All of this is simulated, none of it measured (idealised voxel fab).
process module | voxel released beams
cross-section cut | 175 nm wide | cells 5 nm
A cross-section is a grid of square cells, given in bands from the top down. A band is one or more rows of cells.
Each band's line starts with the height of the band's top and of its bottom, in nm. Then come its materials from left to right, each with its width in nm. One material with "throughout" fills the band from edge to edge. "air" is empty space.
Height 0 is the level under which the wafer as received is all one material. The lowest band goes on downwards, as in "0 down".
A width such as "30 to 40" changes by the same amount from each row of cells to the next, from the band's top row to its bottom row.
"no change" after a step means that no cell of the cross-section changed.
closed voids: empty space of 8 cells or more with no open way to the top, each as width x height at its distance from the left edge, in nm
after a step's settings: what the simulator itself notes on the step
overlay nm, on a step with a mask: how far to the right of its planned place the mask lay; to the left if negative
plan
1 op RECEIVE | material Si
2 op CONFORMAL_DEP | material SiN | thk nm 5
3 op DIRECTIONAL_DEP | material SiO2 | thk nm 15
4 op PATTERN | tone open | mask id ANCHOR | material resist | width nm 35 | thk nm 15 | overlay nm 0
5 op DIRECTIONAL_ETCH | etch materials SiO2 | depth nm 15
6 op STRIP | etch materials resist
7 op CONFORMAL_DEP | material W | thk nm 15
8 op DIRECTIONAL_DEP | material aC | thk nm 10
9 op PATTERN | tone cover | mask id BEAM | material resist | width nm 120 | thk nm 25 | overlay nm 0
10 op DIRECTIONAL_ETCH | etch materials aC | depth nm 10
11 op STRIP | etch materials resist
12 op DIRECTIONAL_ETCH | etch materials W | depth nm 15
13 op STRIP | etch materials aC
14 op STRIP | etch materials SiO2
as received, after step 1
  0 down: Si throughout
  closed voids: none
a wafer at the end: this start, this plan, one mistake
  50 to 35: air 25 | W 120 | air 30
  35 to 20: W throughout
  20 to 5: SiO2 30 | W 35 | SiO2 110
  5 to 0: SiN throughout
  0 down: Si throughout
  closed voids: none
what went wrong: step 7 was run twice
